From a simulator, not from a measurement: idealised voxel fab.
A process module follows: voxel wiring stack.
In the cross-section labelled cut, the width is 195 nm and each square cell is 5 nm.
A cross-section in this document is a grid of square cells, and it is written down as bands, the top band listed before the ones below it; a band is made up of one or more rows of cells. Heights first: top, then bottom, in nm. Then materials, left to right, each with a width in nm. "everywhere" on a single material: fills the band edge to edge. "empty": empty space. Note: height 0 marks the level under which the wafer is uniformly one material as received. Lowest band unbounded below, written "0 nm and below". The width entry "30->40" should be interpreted row by row: the top row of cells in the band takes the first number, the bottom row takes the second number, and the change between adjacent rows is uniform throughout. "all unchanged" -> step changed no cross-section cell. In "Unvented voids" the enclosed voids are listed, meaning empty spaces of 8 cells or larger without any opening to the top. The form is width x height at distance, distance from the left edge, units nm. Text after the settings on a step's line: the simulator's own remark on that step. What "overlay nm" on a step's line means: if the step has a mask, that mask lay this far to the right of its planned place, or, when the value is negative, to the left. The remainder of this document consists of a sequence of paired cross-sections. Each pair presents the cross-section prior to one process step together with the cross-section following it, the latter being rendered only as deep as the lowest band that underwent change. The intervening step, together with its settings, is stated beneath each pair. Because the pairs may originate from different runs of this module on the same starting wafer, a given pair is to be read as continuing from the preceding pair only where its entry headed "Pre-step cross-section" so indicates.

[Pre-step cross-section]
135 nm to 120 nm | resist 15 nm / empty 15 nm / resist 75 nm / empty 15 nm / resist 75 nm
120 nm to 100 nm | SiO2 15 nm / empty 15 nm / resist 15 nm / SiO2 15 nm / resist 30 nm / SiO2 15 nm / empty 15 nm / resist 15 nm / SiO2 15 nm / resist 30 nm / SiO2 15 nm
100 nm to 90 nm | SiO2 everywhere
90 nm to 85 nm | SiCN everywhere
85 nm to 65 nm | SiO2 15 nm / Ru 30 nm / SiO2 15 nm / Ru 30 nm / SiO2 15 nm / Ru 30 nm / SiO2 15 nm / Ru 30 nm / SiO2 15 nm
65 nm to 60 nm | SiO2 15 nm / TiN 30 nm / SiO2 15 nm / TiN 30 nm / SiO2 15 nm / TiN 30 nm / SiO2 15 nm / TiN 30 nm / SiO2 15 nm
60 nm to 45 nm | lowk 20 nm / Ru 15 nm / lowk 30 nm / Ru 15 nm / lowk 30 nm / Ru 15 nm / lowk 30 nm / Ru 15 nm / lowk 25 nm
45 nm to 35 nm | SiCN 20->10 nm / Ru 15->40 nm / SiCN 30->5 nm / Ru 15->40 nm / SiCN 30->5 nm / Ru 15->40 nm / SiCN 30->5 nm / Ru 15->40 nm / SiCN 25->10 nm
35 nm to 20 nm | lowk 15 nm / TiN 5 nm / Cu 20 nm / TiN 5 nm / lowk 15 nm / TiN 5 nm / Cu 20 nm / TiN 5 nm / lowk 15 nm / TiN 5 nm / Cu 20 nm / TiN 5 nm / lowk 15 nm / TiN 5 nm / Cu 20 nm / TiN 5 nm / lowk 15 nm
20 nm to 15 nm | SiN 15 nm / TiN 30 nm / SiN 15 nm / TiN 30 nm / SiN 15 nm / TiN 30 nm / SiN 15 nm / TiN 30 nm / SiN 15 nm
15 nm to 0 nm | SiO2 everywhere
0 nm and below | Si everywhere
Unvented voids: none

[Post-Step Section View]
135 nm to 120 nm | resist 15 nm / empty 15 nm / resist 75 nm / empty 15 nm / resist 75 nm
120 nm to 100 nm | SiO2 15 nm / empty 15 nm / resist 15 nm / SiO2 15 nm / resist 30 nm / SiO2 15 nm / empty 15 nm / resist 15 nm / SiO2 15 nm / resist 30 nm / SiO2 15 nm
100 nm to 90 nm | SiO2 15 nm / empty 15 nm / SiO2 75 nm / empty 15 nm / SiO2 75 nm
Note: structure below 90 unchanged.
Unvented voids: none
The structure goes from the before cross-section above to the after cross-section through DIRECTIONAL_ETCH (etch materials SiO2; depth nm 10)

Pre-step cross-section: = after-state of the pair above.

[Post-Step Section View]
135 nm to 120 nm | resist 15 nm / empty 15 nm / resist 75 nm / empty 15 nm / resist 75 nm
120 nm to 100 nm | SiO2 15 nm / empty 15 nm / resist 15 nm / SiO2 15 nm / resist 30 nm / SiO2 15 nm / empty 15 nm / resist 15 nm / SiO2 15 nm / resist 30 nm / SiO2 15 nm
100 nm to 90 nm | SiO2 15 nm / empty 15 nm / SiO2 75 nm / empty 15 nm / SiO2 75 nm
90 nm to 85 nm | SiCN 15 nm / empty 15 nm / SiCN 75 nm / empty 15 nm / SiCN 75 nm
Note: structure below 85 unchanged.
Unvented voids: none
The structure goes from the before cross-section above to the after cross-section through DIRECTIONAL_ETCH (etch materials SiCN; depth nm 5)

Pre-step cross-section: = after-state of the pair above.

[Post-Step Section View]
120 nm to 100 nm | SiO2 15 nm / empty 30 nm / SiO2 15 nm / empty 30 nm / SiO2 15 nm / empty 30 nm / SiO2 15 nm / empty 30 nm / SiO2 15 nm
Note: structure below 100 unchanged.
Unvented voids: none
The structure goes from the before cross-section above to the after cross-section through STRIP (etch materials resist)

Pre-step cross-section: = after-state of the pair above.

[Post-Step Section View]
125 nm to 120 nm | TiN 20 nm / empty 20 nm / TiN 25 nm / empty 20 nm / TiN 25 nm / empty 20 nm / TiN 25 nm / empty 20 nm / TiN 20 nm
120 nm to 105 nm | SiO2 15 nm / TiN 5 nm / empty 20 nm / TiN 5 nm / SiO2 15 nm / TiN 5 nm / empty 20 nm / TiN 5 nm / SiO2 15 nm / TiN 5 nm / empty 20 nm / TiN 5 nm / SiO2 15 nm / TiN 5 nm / empty 20 nm / TiN 5 nm / SiO2 15 nm
105 nm to 100 nm | SiO2 15 nm / TiN 5 nm / empty 5 nm / TiN 20 nm / SiO2 15 nm / TiN 30 nm / SiO2 15 nm / TiN 5 nm / empty 5 nm / TiN 20 nm / SiO2 15 nm / TiN 30 nm / SiO2 15 nm
100 nm to 90 nm | SiO2 15 nm / TiN 5 nm / empty 5 nm / TiN 5 nm / SiO2 75 nm / TiN 5 nm / empty 5 nm / TiN 5 nm / SiO2 75 nm
90 nm to 85 nm | SiCN 15 nm / TiN 15 nm / SiCN 75 nm / TiN 15 nm / SiCN 75 nm
Note: structure below 85 unchanged.
Unvented voids: none
The structure goes from the before cross-section above to the after cross-section through CONFORMAL_DEP (material TiN; thk nm 5)

Pre-step cross-section: = after-state of the pair above.

[Post-Step Section View]
135 nm to 125 nm | Cu everywhere
125 nm to 120 nm | TiN 20 nm / Cu 20 nm / TiN 25 nm / Cu 20 nm / TiN 25 nm / Cu 20 nm / TiN 25 nm / Cu 20 nm / TiN 20 nm
120 nm to 105 nm | SiO2 15 nm / TiN 5 nm / Cu 20 nm / TiN 5 nm / SiO2 15 nm / TiN 5 nm / Cu 20 nm / TiN 5 nm / SiO2 15 nm / TiN 5 nm / Cu 20 nm / TiN 5 nm / SiO2 15 nm / TiN 5 nm / Cu 20 nm / TiN 5 nm / SiO2 15 nm
105 nm to 100 nm | SiO2 15 nm / TiN 5 nm / Cu 5 nm / TiN 20 nm / SiO2 15 nm / TiN 30 nm / SiO2 15 nm / TiN 5 nm / Cu 5 nm / TiN 20 nm / SiO2 15 nm / TiN 30 nm / SiO2 15 nm
100 nm to 90 nm | SiO2 15 nm / TiN 5 nm / Cu 5 nm / TiN 5 nm / SiO2 75 nm / TiN 5 nm / Cu 5 nm / TiN 5 nm / SiO2 75 nm
Note: structure below 90 unchanged.
Unvented voids: none
The structure goes from the before cross-section above to the after cross-section through FILL_DEP (material Cu; thk nm 10)

Pre-step cross-section: = after-state of the pair above.

[Post-Step Section View]
120 nm to 105 nm | SiO2 15 nm / TiN 5 nm / Cu 20 nm / TiN 5 nm / SiO2 15 nm / TiN 5 nm / Cu 20 nm / TiN 5 nm / SiO2 15 nm / TiN 5 nm / Cu 20 nm / TiN 5 nm / SiO2 15 nm / TiN 5 nm / Cu 20 nm / TiN 5 nm / SiO2 15 nm
Note: structure below 105 unchanged.
Unvented voids: none
The structure goes from the before cross-section above to the after cross-section through CMP (height nm 120)

Pre-step cross-section: = after-state of the pair above.

[Post-Step Section View]
125 nm to 120 nm | SiCN everywhere
Note: structure below 120 unchanged.
Unvented voids: none
The structure goes from the before cross-section above to the after cross-section through CONFORMAL_DEP (material SiCN; thk nm 5)

[Pre-step cross-section]
15 nm to 0 nm | SiO2 everywhere
0 nm and below | Si everywhere
Unvented voids: none

[Post-Step Section View]
20 nm to 0 nm | SiO2 everywhere
Note: structure below 0 unchanged.
Unvented voids: none
The structure goes from the before cross-section above to the after cross-section through CONFORMAL_DEP (material SiO2; thk nm 5)

Pre-step cross-section: = after-state of the pair above.

[Post-Step Section View]
35 nm to 20 nm | lowk everywhere
Note: structure below 20 unchanged.
Unvented voids: none
The structure goes from the before cross-section above to the after cross-section through DIRECTIONAL_DEP (material lowk; thk nm 15)

Pre-step cross-section: = after-state of the pair above.

[Post-Step Section View]
50 nm to 35 nm | resist 15 nm / empty 30 nm / resist 15 nm / empty 30 nm / resist 15 nm / empty 30 nm / resist 15 nm / empty 30 nm / resist 15 nm
Note: structure below 35 unchanged.
Unvented voids: none
The structure goes from the before cross-section above to the after cross-section through PATTERN (tone open; mask id METAL_1; material resist; width nm 30; pitch nm 45; thk nm 15; overlay nm 0)

Pre-step cross-section: = after-state of the pair above.

[Post-Step Section View]
50 nm to 35 nm | resist 15 nm / empty 30 nm / resist 15 nm / empty 30 nm / resist 15 nm / empty 30 nm / resist 15 nm / empty 30 nm / resist 15 nm
35 nm to 20 nm | lowk 15 nm / empty 30 nm / lowk 15 nm / empty 30 nm / lowk 15 nm / empty 30 nm / lowk 15 nm / empty 30 nm / lowk 15 nm
Note: structure below 20 unchanged.
Unvented voids: none
The structure goes from the before cross-section above to the after cross-section through DIRECTIONAL_ETCH (etch materials lowk; depth nm 15)

Pre-step cross-section: = after-state of the pair above.

[Post-Step Section View]
35 nm to 20 nm | lowk 15 nm / empty 30 nm / lowk 15 nm / empty 30 nm / lowk 15 nm / empty 30 nm / lowk 15 nm / empty 30 nm / lowk 15 nm
Note: structure below 20 unchanged.
Unvented voids: none
The structure goes from the before cross-section above to the after cross-section through STRIP (etch materials resist)

Pre-step cross-section: = after-state of the pair above.

[Post-Step Section View]
40 nm to 35 nm | TiN 20 nm / empty 20 nm / TiN 25 nm / empty 20 nm / TiN 25 nm / empty 20 nm / TiN 25 nm / empty 20 nm / TiN 20 nm
35 nm to 25 nm | lowk 15 nm / TiN 5 nm / empty 20 nm / TiN 5 nm / lowk 15 nm / TiN 5 nm / empty 20 nm / TiN 5 nm / lowk 15 nm / TiN 5 nm / empty 20 nm / TiN 5 nm / lowk 15 nm / TiN 5 nm / empty 20 nm / TiN 5 nm / lowk 15 nm
25 nm to 20 nm | lowk 15 nm / TiN 30 nm / lowk 15 nm / TiN 30 nm / lowk 15 nm / TiN 30 nm / lowk 15 nm / TiN 30 nm / lowk 15 nm
Note: structure below 20 unchanged.
Unvented voids: none
The structure goes from the before cross-section above to the after cross-section through CONFORMAL_DEP (material TiN; thk nm 5)

Pre-step cross-section: = after-state of the pair above.

[Post-Step Section View]
50 nm to 40 nm | Cu everywhere
40 nm to 35 nm | TiN 20 nm / Cu 20 nm / TiN 25 nm / Cu 20 nm / TiN 25 nm / Cu 20 nm / TiN 25 nm / Cu 20 nm / TiN 20 nm
35 nm to 25 nm | lowk 15 nm / TiN 5 nm / Cu 20 nm / TiN 5 nm / lowk 15 nm / TiN 5 nm / Cu 20 nm / TiN 5 nm / lowk 15 nm / TiN 5 nm / Cu 20 nm / TiN 5 nm / lowk 15 nm / TiN 5 nm / Cu 20 nm / TiN 5 nm / lowk 15 nm
Note: structure below 25 unchanged.
Unvented voids: none
The structure goes from the before cross-section above to the after cross-section through FILL_DEP (material Cu; thk nm 10)

Pre-step cross-section: = after-state of the pair above.

[Post-Step Section View]
35 nm to 25 nm | lowk 15 nm / TiN 5 nm / Cu 20 nm / TiN 5 nm / lowk 15 nm / TiN 5 nm / Cu 20 nm / TiN 5 nm / lowk 15 nm / TiN 5 nm / Cu 20 nm / TiN 5 nm / lowk 15 nm / TiN 5 nm / Cu 20 nm / TiN 5 nm / lowk 15 nm
Note: structure below 25 unchanged.
Unvented voids: none
The structure goes from the before cross-section above to the after cross-section through CMP (height nm 35)

Pre-step cross-section: = after-state of the pair above.

[Post-Step Section View]
40 nm to 35 nm | empty 10 nm / Ru 40 nm / empty 5 nm / Ru 40 nm / empty 5 nm / Ru 40 nm / empty 5 nm / Ru 40 nm / empty 10 nm
Note: structure below 35 unchanged.
Unvented voids: none
The structure goes from the before cross-section above to the after cross-section through EPI (material Ru; thk nm 5)

Pre-step cross-section: = after-state of the pair above.

[Post-Step Section View]
45 nm to 40 nm | SiCN everywhere
40 nm to 35 nm | SiCN 10 nm / Ru 40 nm / SiCN 5 nm / Ru 40 nm / SiCN 5 nm / Ru 40 nm / SiCN 5 nm / Ru 40 nm / SiCN 10 nm
Note: structure below 35 unchanged.
Unvented voids: none
The structure goes from the before cross-section above to the after cross-section through FILL_DEP (material SiCN; thk nm 5)

Pre-step cross-section: = after-state of the pair above.

[Post-Step Section View]
60 nm to 45 nm | lowk everywhere
Note: structure below 45 unchanged.
Unvented voids: none
The structure goes from the before cross-section above to the after cross-section through DIRECTIONAL_DEP (material lowk; thk nm 15)

Pre-step cross-section: = after-state of the pair above.

[Post-Step Section View]
75 nm to 60 nm | resist 15 nm / empty 15 nm / resist 30 nm / empty 15 nm / resist 30 nm / empty 15 nm / resist 30 nm / empty 15 nm / resist 30 nm
Note: structure below 60 unchanged.
Unvented voids: none
The structure goes from the before cross-section above to the after cross-section through PATTERN (tone open; mask id PLUG_1; material resist; width nm 15; pitch nm 45; thk nm 15; overlay nm 0)

Pre-step cross-section: = after-state of the pair above.

[Post-Step Section View]
75 nm to 60 nm | resist 15 nm / empty 15 nm / resist 30 nm / empty 15 nm / resist 30 nm / empty 15 nm / resist 30 nm / empty 15 nm / resist 30 nm
60 nm to 45 nm | lowk 15 nm / empty 15 nm / lowk 30 nm / empty 15 nm / lowk 30 nm / empty 15 nm / lowk 30 nm / empty 15 nm / lowk 30 nm
Note: structure below 45 unchanged.
Unvented voids: none
The structure goes from the before cross-section above to the after cross-section through DIRECTIONAL_ETCH (etch materials lowk; depth nm 15)

Pre-step cross-section: = after-state of the pair above.

[Post-Step Section View]
75 nm to 60 nm | resist 15 nm / empty 15 nm / resist 30 nm / empty 15 nm / resist 30 nm / empty 15 nm / resist 30 nm / empty 15 nm / resist 30 nm
60 nm to 45 nm | lowk 15 nm / empty 15 nm / lowk 30 nm / empty 15 nm / lowk 30 nm / empty 15 nm / lowk 30 nm / empty 15 nm / lowk 30 nm
45 nm to 40 nm | SiCN 15 nm / empty 15 nm / SiCN 30 nm / empty 15 nm / SiCN 30 nm / empty 15 nm / SiCN 30 nm / empty 15 nm / SiCN 30 nm
Note: structure below 40 unchanged.
Unvented voids: none
The structure goes from the before cross-section above to the after cross-section through DIRECTIONAL_ETCH (etch materials SiCN; depth nm 5)

Pre-step cross-section: = after-state of the pair above.

[Post-Step Section View]
60 nm to 45 nm | lowk 15 nm / empty 15 nm / lowk 30 nm / empty 15 nm / lowk 30 nm / empty 15 nm / lowk 30 nm / empty 15 nm / lowk 30 nm
Note: structure below 45 unchanged.
Unvented voids: none
The structure goes from the before cross-section above to the after cross-section through STRIP (etch materials resist)

Pre-step cross-section: = after-state of the pair above.

[Post-Step Section View]
60 nm to 50 nm | lowk 15 nm / empty 15 nm / lowk 30 nm / empty 15 nm / lowk 30 nm / empty 15 nm / lowk 30 nm / empty 15 nm / lowk 30 nm
50 nm to 45 nm | lowk 15 nm / Ru 15 nm / lowk 30 nm / Ru 15 nm / lowk 30 nm / Ru 15 nm / lowk 30 nm / Ru 15 nm / lowk 30 nm
45 nm to 35 nm | SiCN 15->10 nm / Ru 15->40 nm / SiCN 30->5 nm / Ru 15->40 nm / SiCN 30->5 nm / Ru 15->40 nm / SiCN 30->5 nm / Ru 15->40 nm / SiCN 30->10 nm
Note: structure below 35 unchanged.
Unvented voids: none
The structure goes from the before cross-section above to the after cross-section through EPI (material Ru; thk nm 10)

Pre-step cross-section: = after-state of the pair above.

[Post-Step Section View]
60 nm to 45 nm | lowk 15 nm / Ru 15 nm / lowk 30 nm / Ru 15 nm / lowk 30 nm / Ru 15 nm / lowk 30 nm / Ru 15 nm / lowk 30 nm
Note: structure below 45 unchanged.
Unvented voids: none
The structure goes from the before cross-section above to the after cross-section through EPI (material Ru; thk nm 10)

Pre-step cross-section: = after-state of the pair above.

[Post-Step Section View]
65 nm to 60 nm | TiN everywhere
Note: structure below 60 unchanged.
Unvented voids: none
The structure goes from the before cross-section above to the after cross-section through DIRECTIONAL_DEP (material TiN; thk nm 5)

Pre-step cross-section: = after-state of the pair above.

[Post-Step Section View]
85 nm to 65 nm | Ru everywhere
Note: structure below 65 unchanged.
Unvented voids: none
The structure goes from the before cross-section above to the after cross-section through DIRECTIONAL_DEP (material Ru; thk nm 20)

Pre-step cross-section: = after-state of the pair above.

[Post-Step Section View]
85 nm to 65 nm | empty 15 nm / Ru 30 nm / empty 15 nm / Ru 30 nm / empty 15 nm / Ru 30 nm / empty 15 nm / Ru 30 nm / empty 15 nm
Note: structure below 65 unchanged.
Unvented voids: none
The structure goes from the before cross-section above to the after cross-section through MASKED_ETCH (tone cover; mask id METAL_2; width nm 30; pitch nm 45; etch materials Ru; depth nm 20; overlay nm 0)

Pre-step cross-section: = after-state of the pair above.

[Post-Step Section View]
85 nm to 65 nm | empty 15 nm / Ru 30 nm / empty 15 nm / Ru 30 nm / empty 15 nm / Ru 30 nm / empty 15 nm / Ru 30 nm / empty 15 nm
65 nm to 60 nm | empty 15 nm / TiN 30 nm / empty 15 nm / TiN 30 nm / empty 15 nm / TiN 30 nm / empty 15 nm / TiN 30 nm / empty 15 nm
Note: structure below 60 unchanged.
Unvented voids: none
The structure goes from the before cross-section above to the after cross-section through MASKED_ETCH (tone cover; mask id METAL_2; width nm 30; pitch nm 45; etch materials TiN; depth nm 5; overlay nm 0)

Pre-step cross-section: = after-state of the pair above.

[Post-Step Section View]
90 nm to 85 nm | SiO2 everywhere
85 nm to 65 nm | SiO2 15 nm / Ru 30 nm / SiO2 15 nm / Ru 30 nm / SiO2 15 nm / Ru 30 nm / SiO2 15 nm / Ru 30 nm / SiO2 15 nm
65 nm to 60 nm | SiO2 15 nm / TiN 30 nm / SiO2 15 nm / TiN 30 nm / SiO2 15 nm / TiN 30 nm / SiO2 15 nm / TiN 30 nm / SiO2 15 nm
Note: structure below 60 unchanged.
Unvented voids: none
The structure goes from the before cross-section above to the after cross-section through FILL_DEP (material SiO2; thk nm 5)

Pre-step cross-section: = after-state of the pair above.

[Post-Step Section View]
85 nm to 65 nm | SiO2 15 nm / Ru 30 nm / SiO2 15 nm / Ru 30 nm / SiO2 15 nm / Ru 30 nm / SiO2 15 nm / Ru 30 nm / SiO2 15 nm
Note: structure below 65 unchanged.
Unvented voids: none
The structure goes from the before cross-section above to the after cross-section through CMP (height nm 85)

Pre-step cross-section: = after-state of the pair above.

[Post-Step Section View]
90 nm to 85 nm | SiCN everywhere
Note: structure below 85 unchanged.
Unvented voids: none
The structure goes from the before cross-section above to the after cross-section through CONFORMAL_DEP (material SiCN; thk nm 5)

Pre-step cross-section: = after-state of the pair above.

[Post-Step Section View]
120 nm to 90 nm | SiO2 everywhere
Note: structure below 90 unchanged.
Unvented voids: none
The structure goes from the before cross-section above to the after cross-section through DIRECTIONAL_DEP (material SiO2; thk nm 30)

Pre-step cross-section: = after-state of the pair above.

[Post-Step Section View]
135 nm to 120 nm | resist 15 nm / empty 30 nm / resist 15 nm / empty 30 nm / resist 15 nm / empty 30 nm / resist 15 nm / empty 30 nm / resist 15 nm
Note: structure below 120 unchanged.
Unvented voids: none
The structure goes from the before cross-section above to the after cross-section through PATTERN (tone open; mask id METAL_3; material resist; width nm 30; pitch nm 45; thk nm 15; overlay nm 0)

Pre-step cross-section: = after-state of the pair above.

[Post-Step Section View]
135 nm to 120 nm | resist 15 nm / empty 30 nm / resist 15 nm / empty 30 nm / resist 15 nm / empty 30 nm / resist 15 nm / empty 30 nm / resist 15 nm
120 nm to 100 nm | SiO2 15 nm / empty 30 nm / SiO2 15 nm / empty 30 nm / SiO2 15 nm / empty 30 nm / SiO2 15 nm / empty 30 nm / SiO2 15 nm
Note: structure below 100 unchanged.
Unvented voids: none
The structure goes from the before cross-section above to the after cross-section through DIRECTIONAL_ETCH (etch materials SiO2; depth nm 20)

Pre-step cross-section: = after-state of the pair above.

[Post-Step Section View]
120 nm to 100 nm | SiO2 15 nm / empty 30 nm / SiO2 15 nm / empty 30 nm / SiO2 15 nm / empty 30 nm / SiO2 15 nm / empty 30 nm / SiO2 15 nm
Note: structure below 100 unchanged.
Unvented voids: none
The structure goes from the before cross-section above to the after cross-section through STRIP (etch materials resist)

Pre-step cross-section: = after-state of the pair above.

[Post-Step Section View]
135 nm to 120 nm | resist 15 nm / empty 15 nm / resist 75 nm / empty 15 nm / resist 75 nm
120 nm to 100 nm | SiO2 15 nm / empty 15 nm / resist 15 nm / SiO2 15 nm / resist 30 nm / SiO2 15 nm / empty 15 nm / resist 15 nm / SiO2 15 nm / resist 30 nm / SiO2 15 nm
Note: structure below 100 unchanged.
Unvented voids: none
The structure goes from the before cross-section above to the after cross-section through PATTERN (tone open; mask id METAL_3_HOLES; material resist; width nm 15; pitch nm 90; thk nm 15; overlay nm 0)

Pre-step cross-section: = after-state of the pair above.

[Post-Step Section View]
135 nm to 120 nm | resist 15 nm / empty 15 nm / resist 75 nm / empty 15 nm / resist 75 nm
120 nm to 100 nm | SiO2 15 nm / empty 15 nm / resist 15 nm / SiO2 15 nm / resist 30 nm / SiO2 15 nm / empty 15 nm / resist 15 nm / SiO2 15 nm / resist 30 nm / SiO2 15 nm
100 nm to 90 nm | SiO2 15 nm / empty 15 nm / SiO2 75 nm / empty 15 nm / SiO2 75 nm
Note: structure below 90 unchanged.
Unvented voids: none
The structure goes from the before cross-section above to the after cross-section through DIRECTIONAL_ETCH (etch materials SiO2; depth nm 10)

Pre-step cross-section: = after-state of the pair above.

[Post-Step Section View]
135 nm to 120 nm | resist 15 nm / empty 15 nm / resist 75 nm / empty 15 nm / resist 75 nm
120 nm to 100 nm | SiO2 15 nm / empty 15 nm / resist 15 nm / SiO2 15 nm / resist 30 nm / SiO2 15 nm / empty 15 nm / resist 15 nm / SiO2 15 nm / resist 30 nm / SiO2 15 nm
100 nm to 90 nm | SiO2 15 nm / empty 15 nm / SiO2 75 nm / empty 15 nm / SiO2 75 nm
90 nm to 85 nm | SiCN 15 nm / empty 15 nm / SiCN 75 nm / empty 15 nm / SiCN 75 nm
Note: structure below 85 unchanged.
Unvented voids: none
The structure goes from the before cross-section above to the after cross-section through DIRECTIONAL_ETCH (etch materials SiCN; depth nm 5)

Pre-step cross-section: = after-state of the pair above.

[Post-Step Section View]
120 nm to 100 nm | SiO2 15 nm / empty 30 nm / SiO2 15 nm / empty 30 nm / SiO2 15 nm / empty 30 nm / SiO2 15 nm / empty 30 nm / SiO2 15 nm
Note: structure below 100 unchanged.
Unvented voids: none
The structure goes from the before cross-section above to the after cross-section through STRIP (etch materials resist)

Pre-step cross-section: = after-state of the pair above.

[Post-Step Section View]
125 nm to 120 nm | TiN 20 nm / empty 20 nm / TiN 25 nm / empty 20 nm / TiN 25 nm / empty 20 nm / TiN 25 nm / empty 20 nm / TiN 20 nm
120 nm to 105 nm | SiO2 15 nm / TiN 5 nm / empty 20 nm / TiN 5 nm / SiO2 15 nm / TiN 5 nm / empty 20 nm / TiN 5 nm / SiO2 15 nm / TiN 5 nm / empty 20 nm / TiN 5 nm / SiO2 15 nm / TiN 5 nm / empty 20 nm / TiN 5 nm / SiO2 15 nm
105 nm to 100 nm | SiO2 15 nm / TiN 5 nm / empty 5 nm / TiN 20 nm / SiO2 15 nm / TiN 30 nm / SiO2 15 nm / TiN 5 nm / empty 5 nm / TiN 20 nm / SiO2 15 nm / TiN 30 nm / SiO2 15 nm
100 nm to 90 nm | SiO2 15 nm / TiN 5 nm / empty 5 nm / TiN 5 nm / SiO2 75 nm / TiN 5 nm / empty 5 nm / TiN 5 nm / SiO2 75 nm
90 nm to 85 nm | SiCN 15 nm / TiN 15 nm / SiCN 75 nm / TiN 15 nm / SiCN 75 nm
Note: structure below 85 unchanged.
Unvented voids: none
The structure goes from the before cross-section above to the after cross-section through CONFORMAL_DEP (material TiN; thk nm 5)

Pre-step cross-section: = after-state of the pair above.

[Post-Step Section View]
135 nm to 125 nm | Cu everywhere
125 nm to 120 nm | TiN 20 nm / Cu 20 nm / TiN 25 nm / Cu 20 nm / TiN 25 nm / Cu 20 nm / TiN 25 nm / Cu 20 nm / TiN 20 nm
120 nm to 105 nm | SiO2 15 nm / TiN 5 nm / Cu 20 nm / TiN 5 nm / SiO2 15 nm / TiN 5 nm / Cu 20 nm / TiN 5 nm / SiO2 15 nm / TiN 5 nm / Cu 20 nm / TiN 5 nm / SiO2 15 nm / TiN 5 nm / Cu 20 nm / TiN 5 nm / SiO2 15 nm
105 nm to 100 nm | SiO2 15 nm / TiN 5 nm / Cu 5 nm / TiN 20 nm / SiO2 15 nm / TiN 30 nm / SiO2 15 nm / TiN 5 nm / Cu 5 nm / TiN 20 nm / SiO2 15 nm / TiN 30 nm / SiO2 15 nm
100 nm to 90 nm | SiO2 15 nm / TiN 5 nm / Cu 5 nm / TiN 5 nm / SiO2 75 nm / TiN 5 nm / Cu 5 nm / TiN 5 nm / SiO2 75 nm
Note: structure below 90 unchanged.
Unvented voids: none
The structure goes from the before cross-section above to the after cross-section through FILL_DEP (material Cu; thk nm 10)

Pre-step cross-section: = after-state of the pair above.

[Post-Step Section View]
120 nm to 105 nm | SiO2 15 nm / TiN 5 nm / Cu 20 nm / TiN 5 nm / SiO2 15 nm / TiN 5 nm / Cu 20 nm / TiN 5 nm / SiO2 15 nm / TiN 5 nm / Cu 20 nm / TiN 5 nm / SiO2 15 nm / TiN 5 nm / Cu 20 nm / TiN 5 nm / SiO2 15 nm
Note: structure below 105 unchanged.
Unvented voids: none
The structure goes from the before cross-section above to the after cross-section through CMP (height nm 120)

Pre-step cross-section: = after-state of the pair above.

[Post-Step Section View]
125 nm to 120 nm | SiCN everywhere
Note: structure below 120 unchanged.
Unvented voids: none
The structure goes from the before cross-section above to the after cross-section through CONFORMAL_DEP (material SiCN; thk nm 5)

[Pre-step cross-section]
120 nm to 100 nm | SiO2 15 nm / empty 30 nm / SiO2 15 nm / empty 30 nm / SiO2 15 nm / empty 30 nm / SiO2 15 nm / empty 30 nm / SiO2 15 nm
100 nm to 90 nm | SiO2 everywhere
90 nm to 85 nm | SiCN everywhere
85 nm to 65 nm | SiO2 15 nm / Ru 30 nm / SiO2 15 nm / Ru 30 nm / SiO2 15 nm / Ru 30 nm / SiO2 15 nm / Ru 30 nm / SiO2 15 nm
65 nm to 60 nm | SiO2 15 nm / TiN 30 nm / SiO2 15 nm / TiN 30 nm / SiO2 15 nm / TiN 30 nm / SiO2 15 nm / TiN 30 nm / SiO2 15 nm
60 nm to 45 nm | lowk 15 nm / Ru 15 nm / lowk 30 nm / Ru 15 nm / lowk 30 nm / Ru 15 nm / lowk 30 nm / Ru 15 nm / lowk 30 nm
45 nm to 35 nm | SiCN 15->10 nm / Ru 15->40 nm / SiCN 30->5 nm / Ru 15->40 nm / SiCN 30->5 nm / Ru 15->40 nm / SiCN 30->5 nm / Ru 15->40 nm / SiCN 30->10 nm
35 nm to 20 nm | lowk 15 nm / TiN 5 nm / Cu 20 nm / TiN 5 nm / lowk 15 nm / TiN 5 nm / Cu 20 nm / TiN 5 nm / lowk 15 nm / TiN 5 nm / Cu 20 nm / TiN 5 nm / lowk 15 nm / TiN 5 nm / Cu 20 nm / TiN 5 nm / lowk 15 nm
20 nm to 15 nm | SiN 15 nm / TiN 30 nm / SiN 15 nm / TiN 30 nm / SiN 15 nm / TiN 30 nm / SiN 15 nm / TiN 30 nm / SiN 15 nm
15 nm to 0 nm | SiO2 everywhere
0 nm and below | Si everywhere
Unvented voids: none

[Post-Step Section View]
135 nm to 120 nm | empty 15 nm / resist 15 nm / empty 75 nm / resist 15 nm / empty 75 nm
120 nm to 100 nm | SiO2 15 nm / resist 15 nm / empty 15 nm / SiO2 15 nm / empty 30 nm / SiO2 15 nm / resist 15 nm / empty 15 nm / SiO2 15 nm / empty 30 nm / SiO2 15 nm
Note: structure below 100 unchanged.
Unvented voids: none
The structure goes from the before cross-section above to the after cross-section through PATTERN (tone cover; mask id METAL_3_HOLES; material resist; width nm 15; pitch nm 90; thk nm 15; overlay nm 0)

Pre-step cross-section: = after-state of the pair above.

[Post-Step Section View]
135 nm to 110 nm | empty 15 nm / resist 15 nm / empty 75 nm / resist 15 nm / empty 75 nm
110 nm to 100 nm | SiO2 15 nm / resist 15 nm / empty 15 nm / SiO2 15 nm / empty 30 nm / SiO2 15 nm / resist 15 nm / empty 15 nm / SiO2 15 nm / empty 30 nm / SiO2 15 nm
100 nm to 90 nm | SiO2 30 nm / empty 15 nm / SiO2 15 nm / empty 30 nm / SiO2 30 nm / empty 15 nm / SiO2 15 nm / empty 30 nm / SiO2 15 nm
Note: structure below 90 unchanged.
Unvented voids: none
The structure goes from the before cross-section above to the after cross-section through DIRECTIONAL_ETCH (etch materials SiO2; depth nm 10)

Pre-step cross-section: = after-state of the pair above.

[Post-Step Section View]
135 nm to 110 nm | empty 15 nm / resist 15 nm / empty 75 nm / resist 15 nm / empty 75 nm
110 nm to 100 nm | SiO2 15 nm / resist 15 nm / empty 15 nm / SiO2 15 nm / empty 30 nm / SiO2 15 nm / resist 15 nm / empty 15 nm / SiO2 15 nm / empty 30 nm / SiO2 15 nm
100 nm to 90 nm | SiO2 30 nm / empty 15 nm / SiO2 15 nm / empty 30 nm / SiO2 30 nm / empty 15 nm / SiO2 15 nm / empty 30 nm / SiO2 15 nm
90 nm to 85 nm | SiCN 30 nm / empty 15 nm / SiCN 15 nm / empty 30 nm / SiCN 30 nm / empty 15 nm / SiCN 15 nm / empty 30 nm / SiCN 15 nm
Note: structure below 85 unchanged.
Unvented voids: none
The structure goes from the before cross-section above to the after cross-section through DIRECTIONAL_ETCH (etch materials SiCN; depth nm 5)
